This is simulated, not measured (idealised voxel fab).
The name of this process module is voxel fin reveal.
Square cells of 5 nm make up the cross-section cut, whose width is 150 nm.
Cross-section, as written here: a square-cell grid given band by band from the top down, where a band holds one or more rows of cells. Per band: top height and bottom height in nm, followed by the left-to-right materials and their widths in nm; "full width" marks a single material spanning edge to edge, "empty" marks empty space. Convention: height 0 is the level below which the wafer, as received, is all one material. The lowest band does not terminate at the bottom but continues downward, represented as "0..down". The notation "30->40" denotes a width that varies across the rows of cells in the band, beginning at the first number in the top row, finishing at the second number in the bottom row, and changing by an identical amount from each row to the next. "nothing was modified" after a step means that no cell of the cross-section changed. The entry "Fully enclosed voids" lists the empty spaces that cover at least 8 cells and have no open path to the top. Each is written as width x height at distance, where the distance is measured from the left edge and all three values are in nm. If you see something after the settings on a step's line, that's the simulator's own remark about that step. overlay nm: on a step with a mask, how far right of its planned place the mask lay; negative means left. What follows is a series of pairs. Each pair shows a cross-section before one process step and the cross-section after it, and the after view is drawn only down to the lowest band that changed. Beneath each pair is the step that lies between the two, with its settings. Pairs may come from different runs of this module on the same starting wafer, so a pair continues from the one above it only where its entry headed "Pre-step snapshot" says so.

### Pre-step snapshot
	0..down | Si full width
	Fully enclosed voids: none

### Sectional Result
	10..0 | SiN full width
	All layers under 0 are left as they were.
	Fully enclosed voids: none
the step between: CONFORMAL_DEP,material SiN,thk nm 10

Pre-step snapshot: taken from the pair above, after panel.

### Sectional Result
	20..10 | aC full width
	All layers under 10 are left as they were.
	Fully enclosed voids: none
the step between: DIRECTIONAL_DEP,material aC,thk nm 10

Pre-step snapshot: taken from the pair above, after panel.

### Sectional Result
	45..20 | empty=45  resist=15  empty=25  resist=15  empty=50
	All layers under 20 are left as they were.
	Fully enclosed voids: none
the step between: PATTERN,tone cover,mask id FINS,material resist,width nm 15,pitch nm 40,thk nm 25,overlay nm 0

Pre-step snapshot: taken from the pair above, after panel.

### Sectional Result
	35..20 | empty=45  resist=15  empty=25  resist=15  empty=50
	20..10 | empty=45  aC=15  empty=25  aC=15  empty=50
	All layers under 10 are left as they were.
	Fully enclosed voids: none
the step between: DIRECTIONAL_ETCH,etch materials aC,depth nm 10

Pre-step snapshot: taken from the pair above, after panel.

### Sectional Result
	20..10 | empty=45  aC=15  empty=25  aC=15  empty=50
	All layers under 10 are left as they were.
	Fully enclosed voids: none
the step between: STRIP,etch materials resist

Pre-step snapshot: taken from the pair above, after panel.

### Sectional Result
	20..10 | empty=45  aC=15  empty=25  aC=15  empty=50
	10..0 | empty=45  SiN=15  empty=25  SiN=15  empty=50
	All layers under 0 are left as they were.
	Fully enclosed voids: none
the step between: DIRECTIONAL_ETCH,etch materials SiN,depth nm 10

Pre-step snapshot: taken from the pair above, after panel.

### Sectional Result
	20..10 | empty=45  aC=15  empty=25  aC=15  empty=50
	10..0 | empty=45  SiN=15  empty=25  SiN=15  empty=50
	0..-40 | empty=45  Si=15  empty=25  Si=15  empty=50
	All layers under -40 are left as they were.
	Fully enclosed voids: none
the step between: DIRECTIONAL_ETCH,etch materials Si,depth nm 40

Pre-step snapshot: taken from the pair above, after panel.

### Sectional Result
	10..0 | empty=45  SiN=15  empty=25  SiN=15  empty=50
	All layers under 0 are left as they were.
	Fully enclosed voids: none
the step between: STRIP,etch materials aC

Pre-step snapshot: taken from the pair above, after panel.

### Sectional Result
	15..10 | SiO2 full width
	10..0 | SiO2=45  SiN=15  SiO2=25  SiN=15  SiO2=50
	0..-40 | SiO2=45  Si=15  SiO2=25  Si=15  SiO2=50
	All layers under -40 are left as they were.
	Fully enclosed voids: none
the step between: FILL_DEP,material SiO2,thk nm 5

Pre-step snapshot: taken from the pair above, after panel.

### Sectional Result
	10..0 | SiO2=45  SiN=15  SiO2=25  SiN=15  SiO2=50
	All layers under 0 are left as they were.
	Fully enclosed voids: none
the step between: CMP,height nm 10

Pre-step snapshot: taken from the pair above, after panel.

### Sectional Result
	10..0 | empty=45  SiN=15  empty=25  SiN=15  empty=50
	0..-15 | empty=45  Si=15  empty=25  Si=15  empty=50
	All layers under -15 are left as they were.
	Fully enclosed voids: none
the step between: SELECTIVE_ETCH,etch materials SiO2,depth nm 25

Pre-step snapshot: taken from the pair above, after panel.

### Sectional Result
	0..-15 | empty=45  Si=15  empty=25  Si=15  empty=50
	All layers under -15 are left as they were.
	Fully enclosed voids: none
the step between: STRIP,etch materials SiN

### Pre-step snapshot
	20..10 | empty=45  aC=15  empty=25  aC=15  empty=50
	10..0 | empty=45  SiN=15  empty=25  SiN=15  empty=50
	0..-40 | empty=45  Si=15  empty=25  Si=15  empty=50
	-40..down | Si full width
	Fully enclosed voids: none

### Sectional Result
	25..20 | SiO2 full width
	20..10 | SiO2=45  aC=15  SiO2=25  aC=15  SiO2=50
	10..0 | SiO2=45  SiN=15  SiO2=25  SiN=15  SiO2=50
	0..-40 | SiO2=45  Si=15  SiO2=25  Si=15  SiO2=50
	All layers under -40 are left as they were.
	Fully enclosed voids: none
the step between: FILL_DEP,material SiO2,thk nm 5

Pre-step snapshot: taken from the pair above, after panel.

### Sectional Result
	10..0 | SiO2=45  SiN=15  SiO2=25  SiN=15  SiO2=50
	All layers under 0 are left as they were.
	Fully enclosed voids: none
the step between: CMP,height nm 10

Pre-step snapshot: taken from the pair above, after panel.

### Sectional Result
	10..0 | SiO2=45  empty=15  SiO2=25  empty=15  SiO2=50
	All layers under 0 are left as they were.
	Fully enclosed voids: none
the step between: STRIP,etch materials SiN

Pre-step snapshot: taken from the pair above, after panel.

### Sectional Result
	0..-15 | empty=45  Si=15  empty=25  Si=15  empty=50
	-15..-25 | SiO2=20  empty=25  Si=15  empty=25  Si=15  empty=25  SiO2=25
	All layers under -25 are left as they were.
	Fully enclosed voids: none
the step between: SELECTIVE_ETCH,etch materials SiO2,depth nm 25

### Pre-step snapshot
	20..10 | empty=45  aC=15  empty=25  aC=15  empty=50
	10..0 | empty=45  SiN=15  empty=25  SiN=15  empty=50
	0..down | Si full width
	Fully enclosed voids: none

### Sectional Result
	20..10 | empty=45  aC=15  empty=25  aC=15  empty=50
	10..0 | empty=45  SiN=15  empty=25  SiN=15  empty=50
	0..-50 | empty=45  Si=15  empty=25  Si=15  empty=50
	All layers under -50 are left as they were.
	Fully enclosed voids: none
the step between: DIRECTIONAL_ETCH,etch materials Si,depth nm 50

Pre-step snapshot: taken from the pair above, after panel.

### Sectional Result
	10..0 | empty=45  SiN=15  empty=25  SiN=15  empty=50
	All layers under 0 are left as they were.
	Fully enclosed voids: none
the step between: STRIP,etch materials aC

Pre-step snapshot: taken from the pair above, after panel.

### Sectional Result
	15..10 | SiO2 full width
	10..0 | SiO2=45  SiN=15  SiO2=25  SiN=15  SiO2=50
	0..-50 | SiO2=45  Si=15  SiO2=25  Si=15  SiO2=50
	All layers under -50 are left as they were.
	Fully enclosed voids: none
the step between: FILL_DEP,material SiO2,thk nm 5

Pre-step snapshot: taken from the pair above, after panel.

### Sectional Result
	10..0 | SiO2=45  SiN=15  SiO2=25  SiN=15  SiO2=50
	All layers under 0 are left as they were.
	Fully enclosed voids: none
the step between: CMP,height nm 10

Pre-step snapshot: taken from the pair above, after panel.

### Sectional Result
	10..0 | empty=45  SiN=15  empty=25  SiN=15  empty=50
	0..-15 | empty=45  Si=15  empty=25  Si=15  empty=50
	All layers under -15 are left as they were.
	Fully enclosed voids: none
the step between: SELECTIVE_ETCH,etch materials SiO2,depth nm 25

Pre-step snapshot: taken from the pair above, after panel.

### Sectional Result
	0..-15 | empty=45  Si=15  empty=25  Si=15  empty=50
	All layers under -15 are left as they were.
	Fully enclosed voids: none
the step between: STRIP,etch materials SiN

### Pre-step snapshot
	20..10 | aC full width
	10..0 | SiN full width
	0..down | Si full width
	Fully enclosed voids: none

### Sectional Result
	45..20 | empty=40  resist=25  empty=15  resist=25  empty=45
	All layers under 20 are left as they were.
	Fully enclosed voids: none
the step between: PATTERN,tone cover,mask id FINS,material resist,width nm 25,pitch nm 40,thk nm 25,overlay nm 0

Pre-step snapshot: taken from the pair above, after panel.

### Sectional Result
	35..20 | empty=40  resist=25  empty=15  resist=25  empty=45
	20..10 | empty=40  aC=25  empty=15  aC=25  empty=45
	All layers under 10 are left as they were.
	Fully enclosed voids: none
the step between: DIRECTIONAL_ETCH,etch materials aC,depth nm 10

Pre-step snapshot: taken from the pair above, after panel.

### Sectional Result
	20..10 | empty=40  aC=25  empty=15  aC=25  empty=45
	All layers under 10 are left as they were.
	Fully enclosed voids: none
the step between: STRIP,etch materials resist

Pre-step snapshot: taken from the pair above, after panel.

### Sectional Result
	20..10 | empty=40  aC=25  empty=15  aC=25  empty=45
	10..0 | empty=40  SiN=25  empty=15  SiN=25  empty=45
	All layers under 0 are left as they were.
	Fully enclosed voids: none
the step between: DIRECTIONAL_ETCH,etch materials SiN,depth nm 10

Pre-step snapshot: taken from the pair above, after panel.

### Sectional Result
	20..10 | empty=40  aC=25  empty=15  aC=25  empty=45
	10..0 | empty=40  SiN=25  empty=15  SiN=25  empty=45
	0..-40 | empty=40  Si=25  empty=15  Si=25  empty=45
	All layers under -40 are left as they were.
	Fully enclosed voids: none
the step between: DIRECTIONAL_ETCH,etch materials Si,depth nm 40

Pre-step snapshot: taken from the pair above, after panel.

### Sectional Result
	10..0 | empty=40  SiN=25  empty=15  SiN=25  empty=45
	All layers under 0 are left as they were.
	Fully enclosed voids: none
the step between: STRIP,etch materials aC

Pre-step snapshot: taken from the pair above, after panel.

### Sectional Result
	15..10 | SiO2 full width
	10..0 | SiO2=40  SiN=25  SiO2=15  SiN=25  SiO2=45
	0..-40 | SiO2=40  Si=25  SiO2=15  Si=25  SiO2=45
	All layers under -40 are left as they were.
	Fully enclosed voids: none
the step between: FILL_DEP,material SiO2,thk nm 5

Pre-step snapshot: taken from the pair above, after panel.

### Sectional Result
	10..0 | SiO2=40  SiN=25  SiO2=15  SiN=25  SiO2=45
	All layers under 0 are left as they were.
	Fully enclosed voids: none
the step between: CMP,height nm 10

Pre-step snapshot: taken from the pair above, after panel.

### Sectional Result
	10..0 | empty=40  SiN=25  empty=15  SiN=25  empty=45
	0..-15 | empty=40  Si=25  empty=15  Si=25  empty=45
	All layers under -15 are left as they were.
	Fully enclosed voids: none
the step between: SELECTIVE_ETCH,etch materials SiO2,depth nm 25

Pre-step snapshot: taken from the pair above, after panel.

### Sectional Result
	0..-15 | empty=40  Si=25  empty=15  Si=25  empty=45
	All layers under -15 are left as they were.
	Fully enclosed voids: none
the step between: STRIP,etch materials SiN

### Pre-step snapshot
	20..10 | aC full width
	10..0 | SiN full width
	0..down | Si full width
	Fully enclosed voids: none

### Sectional Result
	45..20 | empty=50  resist=15  empty=25  resist=15  empty=45
	All layers under 20 are left as they were.
	Fully enclosed voids: none
the step between: PATTERN,tone cover,mask id FINS,material resist,width nm 15,pitch nm 40,thk nm 25,overlay nm 5

Pre-step snapshot: taken from the pair above, after panel.

### Sectional Result
	35..20 | empty=50  resist=15  empty=25  resist=15  empty=45
	20..10 | empty=50  aC=15  empty=25  aC=15  empty=45
	All layers under 10 are left as they were.
	Fully enclosed voids: none
the step between: DIRECTIONAL_ETCH,etch materials aC,depth nm 10

Pre-step snapshot: taken from the pair above, after panel.

### Sectional Result
	20..10 | empty=50  aC=15  empty=25  aC=15  empty=45
	All layers under 10 are left as they were.
	Fully enclosed voids: none
the step between: STRIP,etch materials resist

Pre-step snapshot: taken from the pair above, after panel.

### Sectional Result
	20..10 | empty=50  aC=15  empty=25  aC=15  empty=45
	10..0 | empty=50  SiN=15  empty=25  SiN=15  empty=45
	All layers under 0 are left as they were.
	Fully enclosed voids: none
the step between: DIRECTIONAL_ETCH,etch materials SiN,depth nm 10

Pre-step snapshot: taken from the pair above, after panel.

### Sectional Result
	20..10 | empty=50  aC=15  empty=25  aC=15  empty=45
	10..0 | empty=50  SiN=15  empty=25  SiN=15  empty=45
	0..-40 | empty=50  Si=15  empty=25  Si=15  empty=45
	All layers under -40 are left as they were.
	Fully enclosed voids: none
the step between: DIRECTIONAL_ETCH,etch materials Si,depth nm 40

Pre-step snapshot: taken from the pair above, after panel.

### Sectional Result
	10..0 | empty=50  SiN=15  empty=25  SiN=15  empty=45
	All layers under 0 are left as they were.
	Fully enclosed voids: none
the step between: STRIP,etch materials aC

Pre-step snapshot: taken from the pair above, after panel.

### Sectional Result
	15..10 | SiO2 full width
	10..0 | SiO2=50  SiN=15  SiO2=25  SiN=15  SiO2=45
	0..-40 | SiO2=50  Si=15  SiO2=25  Si=15  SiO2=45
	All layers under -40 are left as they were.
	Fully enclosed voids: none
the step between: FILL_DEP,material SiO2,thk nm 5

Pre-step snapshot: taken from the pair above, after panel.

### Sectional Result
	10..0 | SiO2=50  SiN=15  SiO2=25  SiN=15  SiO2=45
	All layers under 0 are left as they were.
	Fully enclosed voids: none
the step between: CMP,height nm 10

Pre-step snapshot: taken from the pair above, after panel.

### Sectional Result
	10..0 | empty=50  SiN=15  empty=25  SiN=15  empty=45
	0..-15 | empty=50  Si=15  empty=25  Si=15  empty=45
	All layers under -15 are left as they were.
	Fully enclosed voids: none
the step between: SELECTIVE_ETCH,etch materials SiO2,depth nm 25

Pre-step snapshot: taken from the pair above, after panel.

### Sectional Result
	0..-15 | empty=50  Si=15  empty=25  Si=15  empty=45
	All layers under -15 are left as they were.
	Fully enclosed voids: none
the step between: STRIP,etch materials SiN

### Pre-step snapshot
	10..0 | empty=45  SiN=15  empty=25  SiN=15  empty=50
	0..-40 | empty=45  Si=15  empty=25  Si=15  empty=50
	-40..down | Si full width
	Fully enclosed voids: none

### Sectional Result
	15..10 | aC full width
	10..0 | aC=45  SiN=15  aC=25  SiN=15  aC=50
	0..-40 | aC=45  Si=15  aC=25  Si=15  aC=50
	All layers under -40 are left as they were.
	Fully enclosed voids: none
the step between: FILL_DEP,material aC,thk nm 5

Pre-step snapshot: taken from the pair above, after panel.

### Sectional Result
	10..0 | aC=45  SiN=15  aC=25  SiN=15  aC=50
	All layers under 0 are left as they were.
	Fully enclosed voids: none
the step between: CMP,height nm 10

Pre-step snapshot: taken from the pair above, after panel.

### Sectional Result
	10..0 | aC=45  empty=15  aC=25  empty=15  aC=50
	All layers under 0 are left as they were.
	Fully enclosed voids: none
the step between: STRIP,etch materials SiN

### Pre-step snapshot
	20..10 | aC full width
	10..0 | SiN full width
	0..down | Si full width
	Fully enclosed voids: none

### Sectional Result
	45..20 | resist=45  empty=15  resist=25  empty=15  resist=50
	All layers under 20 are left as they were.
	Fully enclosed voids: none
the step between: PATTERN,tone open,mask id FINS,material resist,width nm 15,pitch nm 40,thk nm 25,overlay nm 0

Pre-step snapshot: taken from the pair above, after panel.

### Sectional Result
	35..20 | resist=45  empty=15  resist=25  empty=15  resist=50
	20..10 | aC=45  empty=15  aC=25  empty=15  aC=50
	All layers under 10 are left as they were.
	Fully enclosed voids: none
the step between: DIRECTIONAL_ETCH,etch materials aC,depth nm 10

Pre-step snapshot: taken from the pair above, after panel.

### Sectional Result
	20..10 | aC=45  empty=15  aC=25  empty=15  aC=50
	All layers under 10 are left as they were.
	Fully enclosed voids: none
the step between: STRIP,etch materials resist

Pre-step snapshot: taken from the pair above, after panel.

### Sectional Result
	20..10 | aC=45  empty=15  aC=25  empty=15  aC=50
	10..0 | SiN=45  empty=15  SiN=25  empty=15  SiN=50
	All layers under 0 are left as they were.
	Fully enclosed voids: none
the step between: DIRECTIONAL_ETCH,etch materials SiN,depth nm 10

Pre-step snapshot: taken from the pair above, after panel.

### Sectional Result
	20..10 | aC=45  empty=15  aC=25  empty=15  aC=50
	10..0 | SiN=45  empty=15  SiN=25  empty=15  SiN=50
	0..-40 | Si=45  empty=15  Si=25  empty=15  Si=50
	All layers under -40 are left as they were.
	Fully enclosed voids: none
the step between: DIRECTIONAL_ETCH,etch materials Si,depth nm 40

Pre-step snapshot: taken from the pair above, after panel.

### Sectional Result
	10..0 | SiN=45  empty=15  SiN=25  empty=15  SiN=50
	All layers under 0 are left as they were.
	Fully enclosed voids: none
the step between: STRIP,etch materials aC

Pre-step snapshot: taken from the pair above, after panel.

### Sectional Result
	15..10 | SiO2 full width
	10..0 | SiN=45  SiO2=15  SiN=25  SiO2=15  SiN=50
	0..-40 | Si=45  SiO2=15  Si=25  SiO2=15  Si=50
	All layers under -40 are left as they were.
	Fully enclosed voids: none
the step between: FILL_DEP,material SiO2,thk nm 5

Pre-step snapshot: taken from the pair above, after panel.

### Sectional Result
	10..0 | SiN=45  SiO2=15  SiN=25  SiO2=15  SiN=50
	All layers under 0 are left as they were.
	Fully enclosed voids: none
the step between: CMP,height nm 10

Pre-step snapshot: taken from the pair above, after panel.

### Sectional Result
	10..0 | SiN=45  empty=15  SiN=25  empty=15  SiN=50
	0..-15 | Si=45  empty=15  Si=25  empty=15  Si=50
	All layers under -15 are left as they were.
	Fully enclosed voids: none
the step between: SELECTIVE_ETCH,etch materials SiO2,depth nm 25

Pre-step snapshot: taken from the pair above, after panel.

### Sectional Result
	0..-15 | Si=45  empty=15  Si=25  empty=15  Si=50
	All layers under -15 are left as they were.
	Fully enclosed voids: none
the step between: STRIP,etch materials SiN
